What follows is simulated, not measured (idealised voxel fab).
You're looking at the process module voxel wiring stack.
For reference, the cross-section in this document is cut, with width 245 nm and square cells of 5 nm.
Square cells in a grid make up a cross-section in this document, and the grid is given as bands, listed from the top down, each one or more rows of cells. Band: top height; bottom height; in nm. Then, left to right: material with width in nm, for each material. "throughout": a single material spanning edge to edge. "air": empty space. Where do heights start? At 0: under that level the wafer as delivered is made of one material only. And the lowest band has no floor; it just carries on downward, as in "0 down". Read "30..40" as a graded width: first number on top, second number at the bottom, same change between each pair of neighbouring rows. It should be understood that the words "nothing different", when stated for a given step, signify that the cross-section underwent no change in any of its cells during that step. Heads up: "Sealed cavities" only lists the empty pockets with no open path to the top that are 8 cells or more, and it writes them as width x height at distance, distance from the left edge, in nm. If you see something after the settings on a step's line, that's the simulator's own remark about that step. What "overlay nm" on a step's line means: if the step has a mask, that mask lay this far to the right of its planned place, or, when the value is negative, to the left.

-- So here's the lineup of process steps we planned
1,RECEIVE with material Si
2,CONFORMAL_DEP with material SiO2, thk nm 15
3,DIRECTIONAL_DEP with material TiN, thk nm 5
4,DIRECTIONAL_DEP with material W, thk nm 20
5,DIRECTIONAL_DEP with material aC, thk nm 15
6,PATTERN with tone cover, mask id METAL_1, material resist, width nm 20, pitch nm 50, thk nm 35, overlay nm 0
7,DIRECTIONAL_ETCH with etch materials aC, depth nm 15
8,STRIP with etch materials resist
9,DIRECTIONAL_ETCH with etch materials W, depth nm 20
10,DIRECTIONAL_ETCH with etch materials TiN, depth nm 5
11,STRIP with etch materials aC
12,FILL_DEP with material lowk, thk nm 10
13,CMP with height nm 40
14,CONFORMAL_DEP with material SiCN, thk nm 5
15,DIRECTIONAL_DEP with material SiO2, thk nm 15
16,MASKED_ETCH with tone open, mask id PLUG_1, width nm 15, etch materials SiO2, depth nm 15, overlay nm 0
17,MASKED_ETCH with tone open, mask id PLUG_1, width nm 15, etch materials SiCN, depth nm 5, overlay nm 0
18,EPI with material Ru, thk nm 10
19,EPI with material Ru, thk nm 10
20,DIRECTIONAL_DEP with material TiN, thk nm 5
21,DIRECTIONAL_DEP with material Ru, thk nm 20
22,MASKED_ETCH with tone cover, mask id METAL_2, width nm 20, pitch nm 50, etch materials Ru, depth nm 20, overlay nm 0
23,MASKED_ETCH with tone cover, mask id METAL_2, width nm 20, pitch nm 50, etch materials TiN, depth nm 5, overlay nm 0
24,CONFORMAL_DEP with material SiN, thk nm 5
25,FILL_DEP with material lowk, thk nm 10
26,CMP with height nm 85
27,CONFORMAL_DEP with material SiCN, thk nm 5
28,DIRECTIONAL_DEP with material lowk, thk nm 10
29,DIRECTIONAL_DEP with material aC, thk nm 10
30,PATTERN with tone open, mask id PLUG_2, material resist, width nm 15, thk nm 25, overlay nm 0
31,DIRECTIONAL_ETCH with etch materials aC, depth nm 10
32,STRIP with etch materials resist
33,DIRECTIONAL_ETCH with etch materials lowk, depth nm 10
34,DIRECTIONAL_ETCH with etch materials SiCN, depth nm 5
35,STRIP with etch materials aC
36,CONFORMAL_DEP with material TiN, thk nm 5
37,FILL_DEP with material Cu, thk nm 5
38,CMP with height nm 100
39,CONFORMAL_DEP with material SiN, thk nm 5
40,DIRECTIONAL_DEP with material SiO2, thk nm 15
41,PATTERN with tone open, mask id METAL_3, material resist, width nm 20, pitch nm 50, thk nm 20, overlay nm 0
42,DIRECTIONAL_ETCH with etch materials SiO2, depth nm 15
43,DIRECTIONAL_ETCH with etch materials SiN, depth nm 5
44,STRIP with etch materials resist
45,CONFORMAL_DEP with material TiN, thk nm 5
46,FILL_DEP with material W, thk nm 5
47,CMP with height nm 120
48,EPI with material Ru, thk nm 5
49,FILL_DEP with material SiCN, thk nm 5
50,DIRECTIONAL_DEP with material lowk, thk nm 30
51,MASKED_ETCH with tone open, mask id METAL_4_HOLES, width nm 15, pitch nm 50, etch materials lowk, depth nm 30, overlay nm 0
52,PATTERN with tone open, mask id METAL_4, material resist, width nm 20, pitch nm 50, thk nm 20, overlay nm 0
53,DIRECTIONAL_ETCH with etch materials lowk, depth nm 15
54,DIRECTIONAL_ETCH with etch materials SiCN, depth nm 5
55,STRIP with etch materials resist
56,CONFORMAL_DEP with material TiN, thk nm 5
57,FILL_DEP with material Cu, thk nm 5
58,CMP with height nm 160
59,CONFORMAL_DEP with material SiCN, thk nm 5

-- Account of the first of two wafers, which was processed as intended

-- Shown in cross-section is the wafer as received, that is, as it stands after step 1
* 0 down: Si throughout
* Sealed cavities: none

-- So this is the wafer cross-section right after step 2
* 15 to 0: SiO2 throughout
* Under 0: no change, same as before.

-- So this is the wafer cross-section right after step 3
* 20 to 15: TiN throughout
* Under 15: no change, same as before.

-- So this is the wafer cross-section right after step 4
* 40 to 20: W throughout
* Under 20: no change, same as before.

-- So this is the wafer cross-section right after step 5
* 55 to 40: aC throughout
* Under 40: no change, same as before.

-- So this is the wafer cross-section right after step 6
* 90 to 55: air 85 nm | resist 20 nm | air 30 nm | resist 20 nm | air 90 nm
* Under 55: no change, same as before.

-- So this is the wafer cross-section right after step 7
* 75 to 55: air 85 nm | resist 20 nm | air 30 nm | resist 20 nm | air 90 nm
* 55 to 40: air 85 nm | aC 20 nm | air 30 nm | aC 20 nm | air 90 nm
* Under 40: no change, same as before.

-- So this is the wafer cross-section right after step 8
* 55 to 40: air 85 nm | aC 20 nm | air 30 nm | aC 20 nm | air 90 nm
* Under 40: no change, same as before.

-- So this is the wafer cross-section right after step 9
* 55 to 40: air 85 nm | aC 20 nm | air 30 nm | aC 20 nm | air 90 nm
* 40 to 20: air 85 nm | W 20 nm | air 30 nm | W 20 nm | air 90 nm
* Under 20: no change, same as before.

-- So this is the wafer cross-section right after step 10
* 55 to 40: air 85 nm | aC 20 nm | air 30 nm | aC 20 nm | air 90 nm
* 40 to 20: air 85 nm | W 20 nm | air 30 nm | W 20 nm | air 90 nm
* 20 to 15: air 85 nm | TiN 20 nm | air 30 nm | TiN 20 nm | air 90 nm
* Under 15: no change, same as before.

-- So this is the wafer cross-section right after step 11
* 40 to 20: air 85 nm | W 20 nm | air 30 nm | W 20 nm | air 90 nm
* Under 20: no change, same as before.

-- So this is the wafer cross-section right after step 12
* 50 to 40: lowk throughout
* 40 to 20: lowk 85 nm | W 20 nm | lowk 30 nm | W 20 nm | lowk 90 nm
* 20 to 15: lowk 85 nm | TiN 20 nm | lowk 30 nm | TiN 20 nm | lowk 90 nm
* Under 15: no change, same as before.

-- So this is the wafer cross-section right after step 13
* 40 to 20: lowk 85 nm | W 20 nm | lowk 30 nm | W 20 nm | lowk 90 nm
* Under 20: no change, same as before.

-- So this is the wafer cross-section right after step 14
* 45 to 40: SiCN throughout
* Under 40: no change, same as before.

-- So this is the wafer cross-section right after step 15
* 60 to 45: SiO2 throughout
* Under 45: no change, same as before.

-- So this is the wafer cross-section right after step 16
* 60 to 45: SiO2 85 nm | air 15 nm | SiO2 145 nm
* Under 45: no change, same as before.

-- So this is the wafer cross-section right after step 17
* 60 to 45: SiO2 85 nm | air 15 nm | SiO2 145 nm
* 45 to 40: SiCN 85 nm | air 15 nm | SiCN 145 nm
* Under 40: no change, same as before.

-- So this is the wafer cross-section right after step 18
* 60 to 50: SiO2 85 nm | air 15 nm | SiO2 145 nm
* 50 to 45: SiO2 85 nm | Ru 15 nm | SiO2 145 nm
* 45 to 40: SiCN 85 nm | Ru 15 nm | SiCN 145 nm
* Under 40: no change, same as before.

-- So this is the wafer cross-section right after step 19
* 60 to 45: SiO2 85 nm | Ru 15 nm | SiO2 145 nm
* Under 45: no change, same as before.

-- So this is the wafer cross-section right after step 20
* 65 to 60: TiN throughout
* Under 60: no change, same as before.

-- So this is the wafer cross-section right after step 21
* 85 to 65: Ru throughout
* Under 65: no change, same as before.

-- So this is the wafer cross-section right after step 22
* 85 to 65: air 85 nm | Ru 20 nm | air 30 nm | Ru 20 nm | air 90 nm
* Under 65: no change, same as before.

-- So this is the wafer cross-section right after step 23
* 85 to 65: air 85 nm | Ru 20 nm | air 30 nm | Ru 20 nm | air 90 nm
* 65 to 60: air 85 nm | TiN 20 nm | air 30 nm | TiN 20 nm | air 90 nm
* Under 60: no change, same as before.

-- So this is the wafer cross-section right after step 24
* 90 to 85: air 80 nm | SiN 30 nm | air 20 nm | SiN 30 nm | air 85 nm
* 85 to 65: air 80 nm | SiN 5 nm | Ru 20 nm | SiN 5 nm | air 20 nm | SiN 5 nm | Ru 20 nm | SiN 5 nm | air 85 nm
* 65 to 60: SiN 85 nm | TiN 20 nm | SiN 30 nm | TiN 20 nm | SiN 90 nm
* Under 60: no change, same as before.

-- So this is the wafer cross-section right after step 25
* 100 to 90: lowk throughout
* 90 to 85: lowk 80 nm | SiN 30 nm | lowk 20 nm | SiN 30 nm | lowk 85 nm
* 85 to 65: lowk 80 nm | SiN 5 nm | Ru 20 nm | SiN 5 nm | lowk 20 nm | SiN 5 nm | Ru 20 nm | SiN 5 nm | lowk 85 nm
* Under 65: no change, same as before.

-- So this is the wafer cross-section right after step 26
* 85 to 65: lowk 80 nm | SiN 5 nm | Ru 20 nm | SiN 5 nm | lowk 20 nm | SiN 5 nm | Ru 20 nm | SiN 5 nm | lowk 85 nm
* Under 65: no change, same as before.

-- So this is the wafer cross-section right after step 27
* 90 to 85: SiCN throughout
* Under 85: no change, same as before.

-- So this is the wafer cross-section right after step 28
* 100 to 90: lowk throughout
* Under 90: no change, same as before.

-- So this is the wafer cross-section right after step 29
* 110 to 100: aC throughout
* Under 100: no change, same as before.

-- So this is the wafer cross-section right after step 30
* 135 to 110: resist 85 nm | air 15 nm | resist 145 nm
* Under 110: no change, same as before.

-- So this is the wafer cross-section right after step 31
* 125 to 110: resist 85 nm | air 15 nm | resist 145 nm
* 110 to 100: aC 85 nm | air 15 nm | aC 145 nm
* Under 100: no change, same as before.

-- So this is the wafer cross-section right after step 32
* 110 to 100: aC 85 nm | air 15 nm | aC 145 nm
* Under 100: no change, same as before.

-- So this is the wafer cross-section right after step 33
* 110 to 100: aC 85 nm | air 15 nm | aC 145 nm
* 100 to 90: lowk 85 nm | air 15 nm | lowk 145 nm
* Under 90: no change, same as before.

-- So this is the wafer cross-section right after step 34
* 110 to 100: aC 85 nm | air 15 nm | aC 145 nm
* 100 to 90: lowk 85 nm | air 15 nm | lowk 145 nm
* 90 to 85: SiCN 85 nm | air 15 nm | SiCN 145 nm
* Under 85: no change, same as before.

-- So this is the wafer cross-section right after step 35
* 100 to 90: lowk 85 nm | air 15 nm | lowk 145 nm
* Under 90: no change, same as before.

-- So this is the wafer cross-section right after step 36
* 105 to 100: TiN 90 nm | air 5 nm | TiN 150 nm
* 100 to 90: lowk 85 nm | TiN 5 nm | air 5 nm | TiN 5 nm | lowk 145 nm
* 90 to 85: SiCN 85 nm | TiN 15 nm | SiCN 145 nm
* Under 85: no change, same as before.

-- So this is the wafer cross-section right after step 37
* 110 to 105: Cu throughout
* 105 to 100: TiN 90 nm | Cu 5 nm | TiN 150 nm
* 100 to 90: lowk 85 nm | TiN 5 nm | Cu 5 nm | TiN 5 nm | lowk 145 nm
* Under 90: no change, same as before.

-- So this is the wafer cross-section right after step 38
* 100 to 90: lowk 85 nm | TiN 5 nm | Cu 5 nm | TiN 5 nm | lowk 145 nm
* Under 90: no change, same as before.

-- So this is the wafer cross-section right after step 39
* 105 to 100: SiN throughout
* Under 100: no change, same as before.

-- So this is the wafer cross-section right after step 40
* 120 to 105: SiO2 throughout
* Under 105: no change, same as before.

-- So this is the wafer cross-section right after step 41
* 140 to 120: resist 85 nm | air 20 nm | resist 30 nm | air 20 nm | resist 90 nm
* Under 120: no change, same as before.

-- So this is the wafer cross-section right after step 42
* 140 to 120: resist 85 nm | air 20 nm | resist 30 nm | air 20 nm | resist 90 nm
* 120 to 105: SiO2 85 nm | air 20 nm | SiO2 30 nm | air 20 nm | SiO2 90 nm
* Under 105: no change, same as before.

-- So this is the wafer cross-section right after step 43
* 140 to 120: resist 85 nm | air 20 nm | resist 30 nm | air 20 nm | resist 90 nm
* 120 to 105: SiO2 85 nm | air 20 nm | SiO2 30 nm | air 20 nm | SiO2 90 nm
* 105 to 100: SiN 85 nm | air 20 nm | SiN 30 nm | air 20 nm | SiN 90 nm
* Under 100: no change, same as before.

-- So this is the wafer cross-section right after step 44
* 120 to 105: SiO2 85 nm | air 20 nm | SiO2 30 nm | air 20 nm | SiO2 90 nm
* Under 105: no change, same as before.

-- So this is the wafer cross-section right after step 45
* 125 to 120: TiN 90 nm | air 10 nm | TiN 40 nm | air 10 nm | TiN 95 nm
* 120 to 105: SiO2 85 nm | TiN 5 nm | air 10 nm | TiN 5 nm | SiO2 30 nm | TiN 5 nm | air 10 nm | TiN 5 nm | SiO2 90 nm
* 105 to 100: SiN 85 nm | TiN 20 nm | SiN 30 nm | TiN 20 nm | SiN 90 nm
* Under 100: no change, same as before.

-- So this is the wafer cross-section right after step 46
* 130 to 125: W throughout
* 125 to 120: TiN 90 nm | W 10 nm | TiN 40 nm | W 10 nm | TiN 95 nm
* 120 to 105: SiO2 85 nm | TiN 5 nm | W 10 nm | TiN 5 nm | SiO2 30 nm | TiN 5 nm | W 10 nm | TiN 5 nm | SiO2 90 nm
* Under 105: no change, same as before.

-- So this is the wafer cross-section right after step 47
* 120 to 105: SiO2 85 nm | TiN 5 nm | W 10 nm | TiN 5 nm | SiO2 30 nm | TiN 5 nm | W 10 nm | TiN 5 nm | SiO2 90 nm
* Under 105: no change, same as before.

-- So this is the wafer cross-section right after step 48
* 125 to 120: air 80 nm | Ru 30 nm | air 20 nm | Ru 30 nm | air 85 nm
* Under 120: no change, same as before.

-- So this is the wafer cross-section right after step 49
* 130 to 125: SiCN throughout
* 125 to 120: SiCN 80 nm | Ru 30 nm | SiCN 20 nm | Ru 30 nm | SiCN 85 nm
* Under 120: no change, same as before.

-- So this is the wafer cross-section right after step 50
* 160 to 130: lowk throughout
* Under 130: no change, same as before.

-- So this is the wafer cross-section right after step 51
* 160 to 130: lowk 85 nm | air 15 nm | lowk 35 nm | air 15 nm | lowk 95 nm
* Under 130: no change, same as before.

-- So this is the wafer cross-section right after step 52
* 180 to 160: resist 85 nm | air 20 nm | resist 30 nm | air 20 nm | resist 90 nm
* Under 160: no change, same as before.

-- So this is the wafer cross-section right after step 53
* 180 to 160: resist 85 nm | air 20 nm | resist 30 nm | air 20 nm | resist 90 nm
* 160 to 145: lowk 85 nm | air 20 nm | lowk 30 nm | air 20 nm | lowk 90 nm
* Under 145: no change, same as before.

-- So this is the wafer cross-section right after step 54
* 180 to 160: resist 85 nm | air 20 nm | resist 30 nm | air 20 nm | resist 90 nm
* 160 to 145: lowk 85 nm | air 20 nm | lowk 30 nm | air 20 nm | lowk 90 nm
* 145 to 130: lowk 85 nm | air 15 nm | lowk 35 nm | air 15 nm | lowk 95 nm
* 130 to 125: SiCN 85 nm | air 15 nm | SiCN 35 nm | air 15 nm | SiCN 95 nm
* Under 125: no change, same as before.

-- So this is the wafer cross-section right after step 55
* 160 to 145: lowk 85 nm | air 20 nm | lowk 30 nm | air 20 nm | lowk 90 nm
* Under 145: no change, same as before.

-- So this is the wafer cross-section right after step 56
* 165 to 160: TiN 90 nm | air 10 nm | TiN 40 nm | air 10 nm | TiN 95 nm
* 160 to 150: lowk 85 nm | TiN 5 nm | air 10 nm | TiN 5 nm | lowk 30 nm | TiN 5 nm | air 10 nm | TiN 5 nm | lowk 90 nm
* 150 to 145: lowk 85 nm | TiN 5 nm | air 5 nm | TiN 10 nm | lowk 30 nm | TiN 5 nm | air 5 nm | TiN 10 nm | lowk 90 nm
* 145 to 130: lowk 85 nm | TiN 5 nm | air 5 nm | TiN 5 nm | lowk 35 nm | TiN 5 nm | air 5 nm | TiN 5 nm | lowk 95 nm
* 130 to 125: SiCN 85 nm | TiN 15 nm | SiCN 35 nm | TiN 15 nm | SiCN 95 nm
* Under 125: no change, same as before.

-- So this is the wafer cross-section right after step 57
* 170 to 165: Cu throughout
* 165 to 160: TiN 90 nm | Cu 10 nm | TiN 40 nm | Cu 10 nm | TiN 95 nm
* 160 to 150: lowk 85 nm | TiN 5 nm | Cu 10 nm | TiN 5 nm | lowk 30 nm | TiN 5 nm | Cu 10 nm | TiN 5 nm | lowk 90 nm
* 150 to 145: lowk 85 nm | TiN 5 nm | Cu 5 nm | TiN 10 nm | lowk 30 nm | TiN 5 nm | Cu 5 nm | TiN 10 nm | lowk 90 nm
* 145 to 130: lowk 85 nm | TiN 5 nm | Cu 5 nm | TiN 5 nm | lowk 35 nm | TiN 5 nm | Cu 5 nm | TiN 5 nm | lowk 95 nm
* Under 130: no change, same as before.

-- So this is the wafer cross-section right after step 58
* 160 to 150: lowk 85 nm | TiN 5 nm | Cu 10 nm | TiN 5 nm | lowk 30 nm | TiN 5 nm | Cu 10 nm | TiN 5 nm | lowk 90 nm
* Under 150: no change, same as before.

-- So this is the wafer cross-section right after step 59
* 165 to 160: SiCN throughout
* Under 160: no change, same as before.

-- For the second wafer, take the first wafer's start and plan, then add one mistake made in running it; everything through step 13, that step included, is shared with the first

-- Cross-section of the second wafer corresponding to the planned conclusion of step 14
* 55 to 40: SiCN throughout
* Under 40: no change, same as before.

-- Cross-section of the second wafer corresponding to the planned conclusion of step 15
* 70 to 55: SiO2 throughout
* Under 55: no change, same as before.

-- Cross-section of the second wafer corresponding to the planned conclusion of step 16
* 70 to 55: SiO2 85 nm | air 15 nm | SiO2 145 nm
* Under 55: no change, same as before.

-- Cross-section of the second wafer corresponding to the planned conclusion of step 17
* 70 to 55: SiO2 85 nm | air 15 nm | SiO2 145 nm
* 55 to 50: SiCN 85 nm | air 15 nm | SiCN 145 nm
* Under 50: no change, same as before.

Cross-section of the second wafer corresponding to the planned conclusion of step 18: nothing different

Cross-section of the second wafer corresponding to the planned conclusion of step 19: nothing different

-- Cross-section of the second wafer corresponding to the planned conclusion of step 20
* 75 to 70: TiN 85 nm | air 15 nm | TiN 145 nm
* 70 to 55: SiO2 85 nm | air 15 nm | SiO2 145 nm
* 55 to 50: SiCN 85 nm | TiN 15 nm | SiCN 145 nm
* Under 50: no change, same as before.

-- Cross-section of the second wafer corresponding to the planned conclusion of step 21
* 95 to 75: Ru 85 nm | air 15 nm | Ru 145 nm
* 75 to 70: TiN 85 nm | Ru 15 nm | TiN 145 nm
* 70 to 55: SiO2 85 nm | Ru 15 nm | SiO2 145 nm
* Under 55: no change, same as before.

-- Cross-section of the second wafer corresponding to the planned conclusion of step 22
* 95 to 75: air 100 nm | Ru 5 nm | air 30 nm | Ru 20 nm | air 90 nm
* Under 75: no change, same as before.

-- Cross-section of the second wafer corresponding to the planned conclusion of step 23
* 95 to 75: air 100 nm | Ru 5 nm | air 30 nm | Ru 20 nm | air 90 nm
* 75 to 70: air 85 nm | Ru 15 nm | TiN 5 nm | air 30 nm | TiN 20 nm | air 90 nm
* Under 70: no change, same as before.

-- Cross-section of the second wafer corresponding to the planned conclusion of step 24
* 100 to 95: air 95 nm | SiN 15 nm | air 20 nm | SiN 30 nm | air 85 nm
* 95 to 80: air 95 nm | SiN 5 nm | Ru 5 nm | SiN 5 nm | air 20 nm | SiN 5 nm | Ru 20 nm | SiN 5 nm | air 85 nm
* 80 to 75: air 80 nm | SiN 20 nm | Ru 5 nm | SiN 5 nm | air 20 nm | SiN 5 nm | Ru 20 nm | SiN 5 nm | air 85 nm
* 75 to 70: SiN 85 nm | Ru 15 nm | TiN 5 nm | SiN 30 nm | TiN 20 nm | SiN 90 nm
* Under 70: no change, same as before.

-- Cross-section of the second wafer corresponding to the planned conclusion of step 25
* 110 to 100: lowk throughout
* 100 to 95: lowk 95 nm | SiN 15 nm | lowk 20 nm | SiN 30 nm | lowk 85 nm
* 95 to 80: lowk 95 nm | SiN 5 nm | Ru 5 nm | SiN 5 nm | lowk 20 nm | SiN 5 nm | Ru 20 nm | SiN 5 nm | lowk 85 nm
* 80 to 75: lowk 80 nm | SiN 20 nm | Ru 5 nm | SiN 5 nm | lowk 20 nm | SiN 5 nm | Ru 20 nm | SiN 5 nm | lowk 85 nm
* Under 75: no change, same as before.

-- Cross-section of the second wafer corresponding to the planned conclusion of step 26
* 85 to 75: lowk 95..80 nm | SiN 5..20 nm | Ru 5 nm | SiN 5 nm | lowk 20 nm | SiN 5 nm | Ru 20 nm | SiN 5 nm | lowk 85 nm
* Under 75: no change, same as before.

-- Cross-section of the second wafer corresponding to the planned conclusion of step 27
* 90 to 85: SiCN throughout
* Under 85: no change, same as before.

-- Cross-section of the second wafer corresponding to the planned conclusion of step 28
* 100 to 90: lowk throughout
* Under 90: no change, same as before.

-- Cross-section of the second wafer corresponding to the planned conclusion of step 29
* 110 to 100: aC throughout
* Under 100: no change, same as before.

-- Cross-section of the second wafer corresponding to the planned conclusion of step 30
* 135 to 110: resist 85 nm | air 15 nm | resist 145 nm
* Under 110: no change, same as before.

-- Cross-section of the second wafer corresponding to the planned conclusion of step 31
* 125 to 110: resist 85 nm | air 15 nm | resist 145 nm
* 110 to 100: aC 85 nm | air 15 nm | aC 145 nm
* Under 100: no change, same as before.

-- Cross-section of the second wafer corresponding to the planned conclusion of step 32
* 110 to 100: aC 85 nm | air 15 nm | aC 145 nm
* Under 100: no change, same as before.

-- Cross-section of the second wafer corresponding to the planned conclusion of step 33
* 110 to 100: aC 85 nm | air 15 nm | aC 145 nm
* 100 to 90: lowk 85 nm | air 15 nm | lowk 145 nm
* Under 90: no change, same as before.

-- Cross-section of the second wafer corresponding to the planned conclusion of step 34
* 110 to 100: aC 85 nm | air 15 nm | aC 145 nm
* 100 to 90: lowk 85 nm | air 15 nm | lowk 145 nm
* 90 to 85: SiCN 85 nm | air 15 nm | SiCN 145 nm
* Under 85: no change, same as before.

-- Cross-section of the second wafer corresponding to the planned conclusion of step 35
* 100 to 90: lowk 85 nm | air 15 nm | lowk 145 nm
* Under 90: no change, same as before.

-- Cross-section of the second wafer corresponding to the planned conclusion of step 36
* 105 to 100: TiN 90 nm | air 5 nm | TiN 150 nm
* 100 to 90: lowk 85 nm | TiN 5 nm | air 5 nm | TiN 5 nm | lowk 145 nm
* 90 to 85: SiCN 85 nm | TiN 15 nm | SiCN 145 nm
* Under 85: no change, same as before.

-- Cross-section of the second wafer corresponding to the planned conclusion of step 37
* 110 to 105: Cu throughout
* 105 to 100: TiN 90 nm | Cu 5 nm | TiN 150 nm
* 100 to 90: lowk 85 nm | TiN 5 nm | Cu 5 nm | TiN 5 nm | lowk 145 nm
* Under 90: no change, same as before.

-- Cross-section of the second wafer corresponding to the planned conclusion of step 38
* 100 to 90: lowk 85 nm | TiN 5 nm | Cu 5 nm | TiN 5 nm | lowk 145 nm
* Under 90: no change, same as before.

-- Cross-section of the second wafer corresponding to the planned conclusion of step 39
* 105 to 100: SiN throughout
* Under 100: no change, same as before.

-- Cross-section of the second wafer corresponding to the planned conclusion of step 40
* 120 to 105: SiO2 throughout
* Under 105: no change, same as before.

-- Cross-section of the second wafer corresponding to the planned conclusion of step 41
* 140 to 120: resist 85 nm | air 20 nm | resist 30 nm | air 20 nm | resist 90 nm
* Under 120: no change, same as before.

-- Cross-section of the second wafer corresponding to the planned conclusion of step 42
* 140 to 120: resist 85 nm | air 20 nm | resist 30 nm | air 20 nm | resist 90 nm
* 120 to 105: SiO2 85 nm | air 20 nm | SiO2 30 nm | air 20 nm | SiO2 90 nm
* Under 105: no change, same as before.

-- Cross-section of the second wafer corresponding to the planned conclusion of step 43
* 140 to 120: resist 85 nm | air 20 nm | resist 30 nm | air 20 nm | resist 90 nm
* 120 to 105: SiO2 85 nm | air 20 nm | SiO2 30 nm | air 20 nm | SiO2 90 nm
* 105 to 100: SiN 85 nm | air 20 nm | SiN 30 nm | air 20 nm | SiN 90 nm
* Under 100: no change, same as before.

-- Cross-section of the second wafer corresponding to the planned conclusion of step 44
* 120 to 105: SiO2 85 nm | air 20 nm | SiO2 30 nm | air 20 nm | SiO2 90 nm
* Under 105: no change, same as before.

-- Cross-section of the second wafer corresponding to the planned conclusion of step 45
* 125 to 120: TiN 90 nm | air 10 nm | TiN 40 nm | air 10 nm | TiN 95 nm
* 120 to 105: SiO2 85 nm | TiN 5 nm | air 10 nm | TiN 5 nm | SiO2 30 nm | TiN 5 nm | air 10 nm | TiN 5 nm | SiO2 90 nm
* 105 to 100: SiN 85 nm | TiN 20 nm | SiN 30 nm | TiN 20 nm | SiN 90 nm
* Under 100: no change, same as before.

-- Cross-section of the second wafer corresponding to the planned conclusion of step 46
* 130 to 125: W throughout
* 125 to 120: TiN 90 nm | W 10 nm | TiN 40 nm | W 10 nm | TiN 95 nm
* 120 to 105: SiO2 85 nm | TiN 5 nm | W 10 nm | TiN 5 nm | SiO2 30 nm | TiN 5 nm | W 10 nm | TiN 5 nm | SiO2 90 nm
* Under 105: no change, same as before.

-- Cross-section of the second wafer corresponding to the planned conclusion of step 47
* 120 to 105: SiO2 85 nm | TiN 5 nm | W 10 nm | TiN 5 nm | SiO2 30 nm | TiN 5 nm | W 10 nm | TiN 5 nm | SiO2 90 nm
* Under 105: no change, same as before.

-- Cross-section of the second wafer corresponding to the planned conclusion of step 48
* 125 to 120: air 80 nm | Ru 30 nm | air 20 nm | Ru 30 nm | air 85 nm
* Under 120: no change, same as before.

-- Cross-section of the second wafer corresponding to the planned conclusion of step 49
* 130 to 125: SiCN throughout
* 125 to 120: SiCN 80 nm | Ru 30 nm | SiCN 20 nm | Ru 30 nm | SiCN 85 nm
* Under 120: no change, same as before.

-- Cross-section of the second wafer corresponding to the planned conclusion of step 50
* 160 to 130: lowk throughout
* Under 130: no change, same as before.

-- Cross-section of the second wafer corresponding to the planned conclusion of step 51
* 160 to 130: lowk 85 nm | air 15 nm | lowk 35 nm | air 15 nm | lowk 95 nm
* Under 130: no change, same as before.

-- Cross-section of the second wafer corresponding to the planned conclusion of step 52
* 180 to 160: resist 85 nm | air 20 nm | resist 30 nm | air 20 nm | resist 90 nm
* Under 160: no change, same as before.

-- Cross-section of the second wafer corresponding to the planned conclusion of step 53
* 180 to 160: resist 85 nm | air 20 nm | resist 30 nm | air 20 nm | resist 90 nm
* 160 to 145: lowk 85 nm | air 20 nm | lowk 30 nm | air 20 nm | lowk 90 nm
* Under 145: no change, same as before.

-- Cross-section of the second wafer corresponding to the planned conclusion of step 54
* 180 to 160: resist 85 nm | air 20 nm | resist 30 nm | air 20 nm | resist 90 nm
* 160 to 145: lowk 85 nm | air 20 nm | lowk 30 nm | air 20 nm | lowk 90 nm
* 145 to 130: lowk 85 nm | air 15 nm | lowk 35 nm | air 15 nm | lowk 95 nm
* 130 to 125: SiCN 85 nm | air 15 nm | SiCN 35 nm | air 15 nm | SiCN 95 nm
* Under 125: no change, same as before.

-- Cross-section of the second wafer corresponding to the planned conclusion of step 55
* 160 to 145: lowk 85 nm | air 20 nm | lowk 30 nm | air 20 nm | lowk 90 nm
* Under 145: no change, same as before.

-- Cross-section of the second wafer corresponding to the planned conclusion of step 56
* 165 to 160: TiN 90 nm | air 10 nm | TiN 40 nm | air 10 nm | TiN 95 nm
* 160 to 150: lowk 85 nm | TiN 5 nm | air 10 nm | TiN 5 nm | lowk 30 nm | TiN 5 nm | air 10 nm | TiN 5 nm | lowk 90 nm
* 150 to 145: lowk 85 nm | TiN 5 nm | air 5 nm | TiN 10 nm | lowk 30 nm | TiN 5 nm | air 5 nm | TiN 10 nm | lowk 90 nm
* 145 to 130: lowk 85 nm | TiN 5 nm | air 5 nm | TiN 5 nm | lowk 35 nm | TiN 5 nm | air 5 nm | TiN 5 nm | lowk 95 nm
* 130 to 125: SiCN 85 nm | TiN 15 nm | SiCN 35 nm | TiN 15 nm | SiCN 95 nm
* Under 125: no change, same as before.

-- Cross-section of the second wafer corresponding to the planned conclusion of step 57
* 170 to 165: Cu throughout
* 165 to 160: TiN 90 nm | Cu 10 nm | TiN 40 nm | Cu 10 nm | TiN 95 nm
* 160 to 150: lowk 85 nm | TiN 5 nm | Cu 10 nm | TiN 5 nm | lowk 30 nm | TiN 5 nm | Cu 10 nm | TiN 5 nm | lowk 90 nm
* 150 to 145: lowk 85 nm | TiN 5 nm | Cu 5 nm | TiN 10 nm | lowk 30 nm | TiN 5 nm | Cu 5 nm | TiN 10 nm | lowk 90 nm
* 145 to 130: lowk 85 nm | TiN 5 nm | Cu 5 nm | TiN 5 nm | lowk 35 nm | TiN 5 nm | Cu 5 nm | TiN 5 nm | lowk 95 nm
* Under 130: no change, same as before.

-- Cross-section of the second wafer corresponding to the planned conclusion of step 58
* 160 to 150: lowk 85 nm | TiN 5 nm | Cu 10 nm | TiN 5 nm | lowk 30 nm | TiN 5 nm | Cu 10 nm | TiN 5 nm | lowk 90 nm
* Under 150: no change, same as before.

-- Cross-section of the second wafer corresponding to the planned conclusion of step 59
* 165 to 160: SiCN throughout
* Under 160: no change, same as before.
Deviation from plan: contrary to plan, step 14 was performed as CONFORMAL_DEP with material SiCN, thk nm 15
End of process, cell counts, second wafer against first, materials with more or fewer: -22 Ru | +98 SiCN | -5 SiN | -71 lowk
